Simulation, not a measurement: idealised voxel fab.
process module | voxel self aligned vias
The width of the displayed cross-section, cut, is 160 nm; its cells are square, with a size of 5 nm.
Just so we're on the same page, the cross-sections are grids of square cells, and they're listed out in bands top to bottom, each band one or more rows deep. Read a band's entry like this: the first values are the height of its top and the height of its bottom in nm, and what follows is the sequence of materials from left to right, each with its width in nm. Note that "air" is empty space, and that a single material marked "edge to edge" reaches across the band from edge to edge. It should be noted that heights are counted from 0, beneath which the wafer as supplied is of one material throughout, and that the lowest band possesses no lower boundary but continues downward, as written in "z 0 and below". Top row gets the first number, bottom row gets the second, and each row in between changes by the same step: that is how a band width like "30 to 40" works. Step note "remained the same" = no cross-section cell changed. "Sealed internal cavities" contains a list of empty spaces, each no smaller than 8 cells and without an open way to the top, written in the form width x height at distance with the distance from the left edge and all three in nm. Post-settings text on a step line: simulator's own remark regarding the step. overlay nm: where the mask lay relative to plan, measured to the right, on steps with a mask; negatives go left.
# These are the steps we planned for the process
step 1: RECEIVE, material Si
step 2: CONFORMAL_DEP, material SiO2, thk nm 15
step 3: CONFORMAL_DEP, material SiCN, thk nm 5
step 4: DIRECTIONAL_DEP, material SiO2, thk nm 25
step 5: MASKED_ETCH, tone open, mask id LINES, width nm 25, pitch nm 50, etch materials SiO2, depth nm 25, overlay nm 0
step 6: CONFORMAL_DEP, material TiN, thk nm 5
step 7: FILL_DEP, material Ru, thk nm 10
step 8: CMP, height nm 45
step 9: SELECTIVE_ETCH, etch materials W Ru TiN, depth nm 10
step 10: FILL_DEP, material SiN, thk nm 5
step 11: CMP, height nm 45
step 12: DIRECTIONAL_DEP, material SiO2, thk nm 20
step 13: PATTERN, tone open, mask id VIAS, material resist, width nm 35, pitch nm 50, thk nm 20, overlay nm 0
step 14: DIRECTIONAL_ETCH, etch materials SiO2, depth nm 20
step 15: DIRECTIONAL_ETCH, etch materials SiN, depth nm 10
step 16: STRIP, etch materials resist
step 17: CONFORMAL_DEP, material TiN, thk nm 5
step 18: FILL_DEP, material W, thk nm 10
step 19: CMP, height nm 65
step 20: CONFORMAL_DEP, material SiCN, thk nm 5
# As received (post step 1): cross-section
  z 0 and below = Si edge to edge
  Sealed internal cavities: none
# Cross-section, first of two wafers, end of module, run as planned
  z 70 to 65 = SiCN edge to edge
  z 65 to 50 = SiO2 35 nm, then TiN 5 nm, then W 25 nm, then TiN 5 nm, then SiO2 15 nm, then TiN 5 nm, then W 25 nm, then TiN 5 nm, then SiO2 40 nm
  z 50 to 40 = SiO2 35 to 40 nm, then TiN 10 to 5 nm, then W 15 nm, then TiN 10 to 5 nm, then SiO2 15 to 25 nm, then TiN 10 to 5 nm, then W 15 nm, then TiN 10 to 5 nm, then SiO2 40 to 45 nm
  z 40 to 35 = SiO2 40 nm, then TiN 25 nm, then SiO2 25 nm, then TiN 25 nm, then SiO2 45 nm
  z 35 to 25 = SiO2 40 nm, then TiN 5 nm, then Ru 15 nm, then TiN 5 nm, then SiO2 25 nm, then TiN 5 nm, then Ru 15 nm, then TiN 5 nm, then SiO2 45 nm
  z 25 to 20 = SiO2 40 nm, then TiN 25 nm, then SiO2 25 nm, then TiN 25 nm, then SiO2 45 nm
  z 20 to 15 = SiCN edge to edge
  z 15 to 0 = SiO2 edge to edge
  z 0 and below = Si edge to edge
  Sealed internal cavities: none
# Second wafer cross-section at end of module - shared start and plan with the first, one mistake in the run
  z 85 to 80 = SiCN edge to edge
  z 80 to 70 = W edge to edge
  z 70 to 65 = TiN 40 nm, then W 25 nm, then TiN 25 nm, then W 25 nm, then TiN 45 nm
  z 65 to 50 = SiO2 35 nm, then TiN 5 nm, then W 25 nm, then TiN 5 nm, then SiO2 15 nm, then TiN 5 nm, then W 25 nm, then TiN 5 nm, then SiO2 40 nm
  z 50 to 40 = SiO2 35 to 40 nm, then TiN 10 to 5 nm, then W 15 nm, then TiN 10 to 5 nm, then SiO2 15 to 25 nm, then TiN 10 to 5 nm, then W 15 nm, then TiN 10 to 5 nm, then SiO2 40 to 45 nm
  z 40 to 35 = SiO2 40 nm, then TiN 25 nm, then SiO2 25 nm, then TiN 25 nm, then SiO2 45 nm
  z 35 to 25 = SiO2 40 nm, then TiN 5 nm, then Ru 15 nm, then TiN 5 nm, then SiO2 25 nm, then TiN 5 nm, then Ru 15 nm, then TiN 5 nm, then SiO2 45 nm
  z 25 to 20 = SiO2 40 nm, then TiN 25 nm, then SiO2 25 nm, then TiN 25 nm, then SiO2 45 nm
  z 20 to 15 = SiCN edge to edge
  z 15 to 0 = SiO2 edge to edge
  z 0 and below = Si edge to edge
  Sealed internal cavities: none
Deviation noted in wafer processing: step 19 of the plan was omitted and not executed
Heads up, by the end the second wafer has more or fewer cells of some materials compared to the first: 22 more of TiN; 74 more of W
